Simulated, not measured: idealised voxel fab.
voxel air gaps: a process module
We display cut, a cross-section 265 nm in width whose square cells are each 5 nm.
Cross-section, as written here: a square-cell grid given band by band from the top down, where a band holds one or more rows of cells.
Band: top height; bottom height; in nm. Then, left to right: material with width in nm, for each material. "everywhere": a single material spanning edge to edge. "air": empty space.
Below 0: as-received wafer, all one material; heights counted from there. Lowest band: no bottom, goes on down, written "0 nm and below".
Per-row width for "30..40": begins at first number (top row of band), ends at second number (bottom row), increment between rows held constant.
A step reported as "nothing altered" is a step in which no cell of the cross-section changed.
Unvented voids: empty space of 8 cells or more with no open way to the top, each as width x height at its distance from the left edge, in nm
Formally, on a step line, whatever follows the settings is a remark that the simulator itself makes on the step.
"overlay nm" denotes, for a step that has a mask, the displacement of the mask to the right of its planned place, with negative values corresponding to the left.

**Planned process steps**
step 1: RECEIVE (material Si)
step 2: CONFORMAL_DEP (material SiO2; thk nm 15)
step 3: CONFORMAL_DEP (material SiCN; thk nm 5)
step 4: DIRECTIONAL_DEP (material lowk; thk nm 35)
step 5: MASKED_ETCH (tone open; mask id LINES; width nm 20; pitch nm 50; etch materials lowk; depth nm 35; overlay nm 0)
step 6: CONFORMAL_DEP (material TiN; thk nm 5)
step 7: FILL_DEP (material Ru; thk nm 5)
step 8: CMP (height nm 55)
step 9: EPI (material Ru; thk nm 10)
step 10: SELECTIVE_ETCH (etch materials lowk; depth nm 45)
step 11: CONFORMAL_DEP (material SiCN; thk nm 5)

**First wafer out of two, processed as planned**

**Cross-section of the incoming wafer, state after step 1**
0 nm and below  Si everywhere
Unvented voids: none

**Step 2 done - wafer cross-section**
15 nm to 0 nm  SiO2 everywhere
Nothing below the height 0 has changed.

**Step 3 done - wafer cross-section**
20 nm to 15 nm  SiCN everywhere
Nothing below the height 15 has changed.

**Step 4 done - wafer cross-section**
55 nm to 20 nm  lowk everywhere
Nothing below the height 20 has changed.

**Step 5 done - wafer cross-section**
55 nm to 20 nm  lowk (70) / air (20) / lowk (30) / air (20) / lowk (30) / air (20) / lowk (75)
Nothing below the height 20 has changed.

**Step 6 done - wafer cross-section**
60 nm to 55 nm  TiN (75) / air (10) / TiN (40) / air (10) / TiN (40) / air (10) / TiN (80)
55 nm to 25 nm  lowk (70) / TiN (5) / air (10) / TiN (5) / lowk (30) / TiN (5) / air (10) / TiN (5) / lowk (30) / TiN (5) / air (10) / TiN (5) / lowk (75)
25 nm to 20 nm  lowk (70) / TiN (20) / lowk (30) / TiN (20) / lowk (30) / TiN (20) / lowk (75)
Nothing below the height 20 has changed.

**Step 7 done - wafer cross-section**
65 nm to 60 nm  Ru everywhere
60 nm to 55 nm  TiN (75) / Ru (10) / TiN (40) / Ru (10) / TiN (40) / Ru (10) / TiN (80)
55 nm to 25 nm  lowk (70) / TiN (5) / Ru (10) / TiN (5) / lowk (30) / TiN (5) / Ru (10) / TiN (5) / lowk (30) / TiN (5) / Ru (10) / TiN (5) / lowk (75)
Nothing below the height 25 has changed.

**Step 8 done - wafer cross-section**
55 nm to 25 nm  lowk (70) / TiN (5) / Ru (10) / TiN (5) / lowk (30) / TiN (5) / Ru (10) / TiN (5) / lowk (30) / TiN (5) / Ru (10) / TiN (5) / lowk (75)
Nothing below the height 25 has changed.

**Step 9 done - wafer cross-section**
65 nm to 55 nm  air (60) / Ru (40) / air (10) / Ru (40) / air (10) / Ru (40) / air (65)
Nothing below the height 55 has changed.

**Step 10 done - wafer cross-section**
65 nm to 55 nm  air (60) / Ru (40) / air (10) / Ru (40) / air (10) / Ru (40) / air (65)
55 nm to 25 nm  air (70) / TiN (5) / Ru (10) / TiN (5) / air (30) / TiN (5) / Ru (10) / TiN (5) / air (30) / TiN (5) / Ru (10) / TiN (5) / air (75)
25 nm to 20 nm  air (70) / TiN (20) / air (30) / TiN (20) / air (30) / TiN (20) / air (75)
Nothing below the height 20 has changed.

**Step 11 done - wafer cross-section**
70 nm to 65 nm  air (55) / SiCN (150) / air (60)
65 nm to 55 nm  air (55) / SiCN (5) / Ru (40) / SiCN (10) / Ru (40) / SiCN (10) / Ru (40) / SiCN (5) / air (60)
55 nm to 50 nm  air (55) / SiCN (15) / TiN (5) / Ru (10) / TiN (5) / SiCN (30) / TiN (5) / Ru (10) / TiN (5) / SiCN (30) / TiN (5) / Ru (10) / TiN (5) / SiCN (15) / air (60)
50 nm to 25 nm  air (65) / SiCN (5) / TiN (5) / Ru (10) / TiN (5) / SiCN (5) / air (20) / SiCN (5) / TiN (5) / Ru (10) / TiN (5) / SiCN (5) / air (20) / SiCN (5) / TiN (5) / Ru (10) / TiN (5) / SiCN (5) / air (70)
25 nm to 20 nm  SiCN (70) / TiN (20) / SiCN (30) / TiN (20) / SiCN (30) / TiN (20) / SiCN (75)
Nothing below the height 20 has changed.
Unvented voids: 20 x 25 at 95; 20 x 25 at 145

**Second Wafer (Identical Start and Plan, One Processing Error; Matches First Wafer Through Step 4)**

**Cross-section, second wafer, at the end time the plan gives for step 5**
55 nm to 20 nm  air (70) / lowk (20) / air (30) / lowk (20) / air (30) / lowk (20) / air (75)
Nothing below the height 20 has changed.

**Cross-section, second wafer, at the end time the plan gives for step 6**
60 nm to 55 nm  air (65) / TiN (30) / air (20) / TiN (30) / air (20) / TiN (30) / air (70)
55 nm to 25 nm  air (65) / TiN (5) / lowk (20) / TiN (5) / air (20) / TiN (5) / lowk (20) / TiN (5) / air (20) / TiN (5) / lowk (20) / TiN (5) / air (70)
25 nm to 20 nm  TiN (70) / lowk (20) / TiN (30) / lowk (20) / TiN (30) / lowk (20) / TiN (75)
Nothing below the height 20 has changed.

**Cross-section, second wafer, at the end time the plan gives for step 7**
65 nm to 60 nm  Ru everywhere
60 nm to 55 nm  Ru (65) / TiN (30) / Ru (20) / TiN (30) / Ru (20) / TiN (30) / Ru (70)
55 nm to 25 nm  Ru (65) / TiN (5) / lowk (20) / TiN (5) / Ru (20) / TiN (5) / lowk (20) / TiN (5) / Ru (20) / TiN (5) / lowk (20) / TiN (5) / Ru (70)
Nothing below the height 25 has changed.

**Cross-section, second wafer, at the end time the plan gives for step 8**
55 nm to 25 nm  Ru (65) / TiN (5) / lowk (20) / TiN (5) / Ru (20) / TiN (5) / lowk (20) / TiN (5) / Ru (20) / TiN (5) / lowk (20) / TiN (5) / Ru (70)
Nothing below the height 25 has changed.

**Cross-section, second wafer, at the end time the plan gives for step 9**
65 nm to 55 nm  Ru everywhere
Nothing below the height 55 has changed.

Cross-section, second wafer, at the end time the plan gives for step 10: nothing altered

**Cross-section, second wafer, at the end time the plan gives for step 11**
70 nm to 65 nm  SiCN everywhere
Nothing below the height 65 has changed.
Where did the run depart from the plan? step 5 ran with different settings than intended, the actual operation and settings being MASKED_ETCH (tone cover; mask id LINES; width nm 20; pitch nm 50; etch materials lowk; depth nm 35; overlay nm 0)
Final comparison by cell count, materials where the second wafer has more or fewer than the first: Ru: 232 more, SiCN: 78 fewer, TiN: 29 more, lowk: 84 more
Ultimately, the number of closed voids is 2 in the first wafer and 0 in the second wafer.
